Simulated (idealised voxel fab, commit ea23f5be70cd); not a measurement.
This section sets out a process module, namely voxel self aligned contacts.
Cross-section cut: width 270 nm, square cells of 5 nm.
For the purposes of this document, a cross-section shall be understood as a grid of square cells, specified as bands listed in top-to-bottom order, each band consisting of one or more rows of cells. The band entry comprises the height of the band's top followed by the height of its bottom, expressed in nm, and subsequently the band's materials from left to right, each stated together with its width in nm. Where a single material is marked with the word "throughout", that material fills the band from edge to edge. The word "blank" represents empty space. Heights are measured from 0, the level below which the as-received wafer is all one material; the lowest band has no bottom and continues downward, written as in "0 down". With a width like "30->40", each row of cells in the band differs from the next by the same amount, the top row carrying the first number and the bottom row the second. No cell of the cross-section changed in a step that is given as "all unchanged". Empty spaces without an open route to the top, at least 8 cells in extent, make up the entry "Closed void roster"; each is given as width x height at distance, where the distance is measured from the left edge, and all are in nm. It should be noted that, on the line of a given step, the content following the step's settings is a remark produced by the simulator itself with respect to that step. overlay nm: right-of-plan distance of the mask on a masked step; negative values mean left-of-plan.
-- Listed below are the process steps as planned
1) RECEIVE: material Si
2) OXIDIZE: depth nm 5
3) DIRECTIONAL_DEP: material polySi, thk nm 30
4) DIRECTIONAL_DEP: material SiN, thk nm 20
5) DIRECTIONAL_DEP: material aC, thk nm 10
6) PATTERN: tone cover, mask id GATE, material resist, width nm 35, pitch nm 70, thk nm 25, overlay nm 0
7) DIRECTIONAL_ETCH: etch materials aC, depth nm 10
8) STRIP: etch materials resist
9) DIRECTIONAL_ETCH: etch materials SiN, depth nm 20
10) DIRECTIONAL_ETCH: etch materials polySi, depth nm 30
11) STRIP: etch materials aC
12) CONFORMAL_DEP: material SiN, thk nm 10
13) DIRECTIONAL_ETCH: etch materials SiN, depth nm 10
14) FILL_DEP: material SiO2, thk nm 15
15) CMP: height nm 60
16) PATTERN: tone open, mask id CONTACT, material resist, width nm 45, pitch nm 70, thk nm 15, overlay nm 0
17) DIRECTIONAL_ETCH: etch materials SiO2, depth nm 65
18) STRIP: etch materials resist
19) CONFORMAL_DEP: material TiN, thk nm 5
20) FILL_DEP: material Ru, thk nm 5
21) CMP: height nm 60
22) CONFORMAL_DEP: material SiN, thk nm 5
-- The following pertains to the first of two wafers, which was processed as planned
-- As received (post step 1): cross-section
  0 down = Si throughout
  Closed void roster: none
-- After step 2, in cross-section
  0 to -5 = SiO2 throughout
  Unchanged below -5.
-- After step 3, in cross-section
  30 to 0 = polySi throughout
  Unchanged below 0.
-- After step 4, in cross-section
  50 to 30 = SiN throughout
  Unchanged below 30.
-- After step 5, in cross-section
  60 to 50 = aC throughout
  Unchanged below 50.
-- After step 6, in cross-section
  85 to 60 = 45 blank, then 35 resist, then 35 blank, then 35 resist, then 35 blank, then 35 resist, then 50 blank
  Unchanged below 60.
-- After step 7, in cross-section
  75 to 60 = 45 blank, then 35 resist, then 35 blank, then 35 resist, then 35 blank, then 35 resist, then 50 blank
  60 to 50 = 45 blank, then 35 aC, then 35 blank, then 35 aC, then 35 blank, then 35 aC, then 50 blank
  Unchanged below 50.
-- After step 8, in cross-section
  60 to 50 = 45 blank, then 35 aC, then 35 blank, then 35 aC, then 35 blank, then 35 aC, then 50 blank
  Unchanged below 50.
-- After step 9, in cross-section
  60 to 50 = 45 blank, then 35 aC, then 35 blank, then 35 aC, then 35 blank, then 35 aC, then 50 blank
  50 to 30 = 45 blank, then 35 SiN, then 35 blank, then 35 SiN, then 35 blank, then 35 SiN, then 50 blank
  Unchanged below 30.
-- After step 10, in cross-section
  60 to 50 = 45 blank, then 35 aC, then 35 blank, then 35 aC, then 35 blank, then 35 aC, then 50 blank
  50 to 30 = 45 blank, then 35 SiN, then 35 blank, then 35 SiN, then 35 blank, then 35 SiN, then 50 blank
  30 to 0 = 45 blank, then 35 polySi, then 35 blank, then 35 polySi, then 35 blank, then 35 polySi, then 50 blank
  Unchanged below 0.
-- After step 11, in cross-section
  50 to 30 = 45 blank, then 35 SiN, then 35 blank, then 35 SiN, then 35 blank, then 35 SiN, then 50 blank
  Unchanged below 30.
-- After step 12, in cross-section
  60 to 30 = 35 blank, then 55 SiN, then 15 blank, then 55 SiN, then 15 blank, then 55 SiN, then 40 blank
  30 to 10 = 35 blank, then 10 SiN, then 35 polySi, then 10 SiN, then 15 blank, then 10 SiN, then 35 polySi, then 10 SiN, then 15 blank, then 10 SiN, then 35 polySi, then 10 SiN, then 40 blank
  10 to 0 = 45 SiN, then 35 polySi, then 35 SiN, then 35 polySi, then 35 SiN, then 35 polySi, then 50 SiN
  Unchanged below 0.
-- After step 13, in cross-section
  50 to 30 = 35 blank, then 55 SiN, then 15 blank, then 55 SiN, then 15 blank, then 55 SiN, then 40 blank
  30 to 0 = 35 blank, then 10 SiN, then 35 polySi, then 10 SiN, then 15 blank, then 10 SiN, then 35 polySi, then 10 SiN, then 15 blank, then 10 SiN, then 35 polySi, then 10 SiN, then 40 blank
  Unchanged below 0.
-- After step 14, in cross-section
  65 to 50 = SiO2 throughout
  50 to 30 = 35 SiO2, then 55 SiN, then 15 SiO2, then 55 SiN, then 15 SiO2, then 55 SiN, then 40 SiO2
  30 to 0 = 35 SiO2, then 10 SiN, then 35 polySi, then 10 SiN, then 15 SiO2, then 10 SiN, then 35 polySi, then 10 SiN, then 15 SiO2, then 10 SiN, then 35 polySi, then 10 SiN, then 40 SiO2
  Unchanged below 0.
-- After step 15, in cross-section
  60 to 50 = SiO2 throughout
  Unchanged below 50.
-- After step 16, in cross-section
  75 to 60 = 75 resist, then 45 blank, then 25 resist, then 45 blank, then 80 resist
  Unchanged below 60.
-- After step 17, in cross-section
  75 to 60 = 75 resist, then 45 blank, then 25 resist, then 45 blank, then 80 resist
  60 to 50 = 75 SiO2, then 45 blank, then 25 SiO2, then 45 blank, then 80 SiO2
  50 to 30 = 35 SiO2, then 55 SiN, then 15 blank, then 55 SiN, then 15 blank, then 55 SiN, then 40 SiO2
  30 to 0 = 35 SiO2, then 10 SiN, then 35 polySi, then 10 SiN, then 15 blank, then 10 SiN, then 35 polySi, then 10 SiN, then 15 blank, then 10 SiN, then 35 polySi, then 10 SiN, then 40 SiO2
  0 to -5 = 90 SiO2, then 15 blank, then 55 SiO2, then 15 blank, then 95 SiO2
  Unchanged below -5.
-- After step 18, in cross-section
  60 to 50 = 75 SiO2, then 45 blank, then 25 SiO2, then 45 blank, then 80 SiO2
  Unchanged below 50.
-- After step 19, in cross-section
  65 to 60 = 80 TiN, then 35 blank, then 35 TiN, then 35 blank, then 85 TiN
  60 to 50 = 75 SiO2, then 5->20 TiN, then 35->5 blank, then 5->20 TiN, then 25 SiO2, then 5->20 TiN, then 35->5 blank, then 5->20 TiN, then 80 SiO2
  50 to 30 = 35 SiO2, then 55 SiN, then 5 TiN, then 5 blank, then 5 TiN, then 55 SiN, then 5 TiN, then 5 blank, then 5 TiN, then 55 SiN, then 40 SiO2
  30 to 0 = 35 SiO2, then 10 SiN, then 35 polySi, then 10 SiN, then 5 TiN, then 5 blank, then 5 TiN, then 10 SiN, then 35 polySi, then 10 SiN, then 5 TiN, then 5 blank, then 5 TiN, then 10 SiN, then 35 polySi, then 10 SiN, then 40 SiO2
  0 to -5 = 90 SiO2, then 15 TiN, then 55 SiO2, then 15 TiN, then 95 SiO2
  Unchanged below -5.
-- After step 20, in cross-section
  70 to 65 = Ru throughout
  65 to 60 = 80 TiN, then 35 Ru, then 35 TiN, then 35 Ru, then 85 TiN
  60 to 50 = 75 SiO2, then 5->20 TiN, then 35->5 Ru, then 5->20 TiN, then 25 SiO2, then 5->20 TiN, then 35->5 Ru, then 5->20 TiN, then 80 SiO2
  50 to 30 = 35 SiO2, then 55 SiN, then 5 TiN, then 5 Ru, then 5 TiN, then 55 SiN, then 5 TiN, then 5 Ru, then 5 TiN, then 55 SiN, then 40 SiO2
  30 to 0 = 35 SiO2, then 10 SiN, then 35 polySi, then 10 SiN, then 5 TiN, then 5 Ru, then 5 TiN, then 10 SiN, then 35 polySi, then 10 SiN, then 5 TiN, then 5 Ru, then 5 TiN, then 10 SiN, then 35 polySi, then 10 SiN, then 40 SiO2
  Unchanged below 0.
-- After step 21, in cross-section
  60 to 50 = 75 SiO2, then 5->20 TiN, then 35->5 Ru, then 5->20 TiN, then 25 SiO2, then 5->20 TiN, then 35->5 Ru, then 5->20 TiN, then 80 SiO2
  Unchanged below 50.
-- After step 22, in cross-section
  65 to 60 = SiN throughout
  Unchanged below 60.
-- Second wafer. Start and plan as for the first. One mistake made in running. Agrees with the first up to and including step 2
-- The second wafer in cross-section, at the planned close of step 3
  20 to 0 = SiN throughout
  Unchanged below 0.
-- The second wafer in cross-section, at the planned close of step 4
  50 to 20 = polySi throughout
  Unchanged below 20.
-- The second wafer in cross-section, at the planned close of step 5
  60 to 50 = aC throughout
  Unchanged below 50.
-- The second wafer in cross-section, at the planned close of step 6
  85 to 60 = 45 blank, then 35 resist, then 35 blank, then 35 resist, then 35 blank, then 35 resist, then 50 blank
  Unchanged below 60.
-- The second wafer in cross-section, at the planned close of step 7
  75 to 60 = 45 blank, then 35 resist, then 35 blank, then 35 resist, then 35 blank, then 35 resist, then 50 blank
  60 to 50 = 45 blank, then 35 aC, then 35 blank, then 35 aC, then 35 blank, then 35 aC, then 50 blank
  Unchanged below 50.
-- The second wafer in cross-section, at the planned close of step 8
  60 to 50 = 45 blank, then 35 aC, then 35 blank, then 35 aC, then 35 blank, then 35 aC, then 50 blank
  Unchanged below 50.
The second wafer in cross-section, at the planned close of step 9: all unchanged
-- The second wafer in cross-section, at the planned close of step 10
  60 to 50 = 45 blank, then 35 aC, then 35 blank, then 35 aC, then 35 blank, then 35 aC, then 50 blank
  50 to 20 = 45 blank, then 35 polySi, then 35 blank, then 35 polySi, then 35 blank, then 35 polySi, then 50 blank
  Unchanged below 20.
-- The second wafer in cross-section, at the planned close of step 11
  50 to 20 = 45 blank, then 35 polySi, then 35 blank, then 35 polySi, then 35 blank, then 35 polySi, then 50 blank
  Unchanged below 20.
-- The second wafer in cross-section, at the planned close of step 12
  60 to 50 = 35 blank, then 55 SiN, then 15 blank, then 55 SiN, then 15 blank, then 55 SiN, then 40 blank
  50 to 30 = 35 blank, then 10 SiN, then 35 polySi, then 10 SiN, then 15 blank, then 10 SiN, then 35 polySi, then 10 SiN, then 15 blank, then 10 SiN, then 35 polySi, then 10 SiN, then 40 blank
  30 to 20 = 45 SiN, then 35 polySi, then 35 SiN, then 35 polySi, then 35 SiN, then 35 polySi, then 50 SiN
  Unchanged below 20.
-- The second wafer in cross-section, at the planned close of step 13
  50 to 20 = 35 blank, then 10 SiN, then 35 polySi, then 10 SiN, then 15 blank, then 10 SiN, then 35 polySi, then 10 SiN, then 15 blank, then 10 SiN, then 35 polySi, then 10 SiN, then 40 blank
  Unchanged below 20.
-- The second wafer in cross-section, at the planned close of step 14
  65 to 50 = SiO2 throughout
  50 to 20 = 35 SiO2, then 10 SiN, then 35 polySi, then 10 SiN, then 15 SiO2, then 10 SiN, then 35 polySi, then 10 SiN, then 15 SiO2, then 10 SiN, then 35 polySi, then 10 SiN, then 40 SiO2
  Unchanged below 20.
-- The second wafer in cross-section, at the planned close of step 15
  60 to 50 = SiO2 throughout
  Unchanged below 50.
-- The second wafer in cross-section, at the planned close of step 16
  75 to 60 = 75 resist, then 45 blank, then 25 resist, then 45 blank, then 80 resist
  Unchanged below 60.
-- The second wafer in cross-section, at the planned close of step 17
  75 to 60 = 75 resist, then 45 blank, then 25 resist, then 45 blank, then 80 resist
  60 to 50 = 75 SiO2, then 45 blank, then 25 SiO2, then 45 blank, then 80 SiO2
  50 to 20 = 35 SiO2, then 10 SiN, then 35 polySi, then 10 SiN, then 15 blank, then 10 SiN, then 35 polySi, then 10 SiN, then 15 blank, then 10 SiN, then 35 polySi, then 10 SiN, then 40 SiO2
  Unchanged below 20.
-- The second wafer in cross-section, at the planned close of step 18
  60 to 50 = 75 SiO2, then 45 blank, then 25 SiO2, then 45 blank, then 80 SiO2
  Unchanged below 50.
-- The second wafer in cross-section, at the planned close of step 19
  65 to 60 = 80 TiN, then 35 blank, then 35 TiN, then 35 blank, then 85 TiN
  60 to 50 = 75 SiO2, then 5->20 TiN, then 35->5 blank, then 5->20 TiN, then 25 SiO2, then 5->20 TiN, then 35->5 blank, then 5->20 TiN, then 80 SiO2
  50 to 25 = 35 SiO2, then 10 SiN, then 35 polySi, then 10 SiN, then 5 TiN, then 5 blank, then 5 TiN, then 10 SiN, then 35 polySi, then 10 SiN, then 5 TiN, then 5 blank, then 5 TiN, then 10 SiN, then 35 polySi, then 10 SiN, then 40 SiO2
  25 to 20 = 35 SiO2, then 10 SiN, then 35 polySi, then 10 SiN, then 15 TiN, then 10 SiN, then 35 polySi, then 10 SiN, then 15 TiN, then 10 SiN, then 35 polySi, then 10 SiN, then 40 SiO2
  Unchanged below 20.
-- The second wafer in cross-section, at the planned close of step 20
  70 to 65 = Ru throughout
  65 to 60 = 80 TiN, then 35 Ru, then 35 TiN, then 35 Ru, then 85 TiN
  60 to 50 = 75 SiO2, then 5->20 TiN, then 35->5 Ru, then 5->20 TiN, then 25 SiO2, then 5->20 TiN, then 35->5 Ru, then 5->20 TiN, then 80 SiO2
  50 to 25 = 35 SiO2, then 10 SiN, then 35 polySi, then 10 SiN, then 5 TiN, then 5 Ru, then 5 TiN, then 10 SiN, then 35 polySi, then 10 SiN, then 5 TiN, then 5 Ru, then 5 TiN, then 10 SiN, then 35 polySi, then 10 SiN, then 40 SiO2
  Unchanged below 25.
-- The second wafer in cross-section, at the planned close of step 21
  60 to 50 = 75 SiO2, then 5->20 TiN, then 35->5 Ru, then 5->20 TiN, then 25 SiO2, then 5->20 TiN, then 35->5 Ru, then 5->20 TiN, then 80 SiO2
  Unchanged below 50.
-- The second wafer in cross-section, at the planned close of step 22
  65 to 60 = SiN throughout
  Unchanged below 60.
Run error: the intended sequence of steps 3 and 4 was reversed during processing, with each occupying the position of the other
Final cells, second wafer relative to first, materials higher or lower: -10 Ru | +84 SiN | -54 SiO2 | -20 TiN
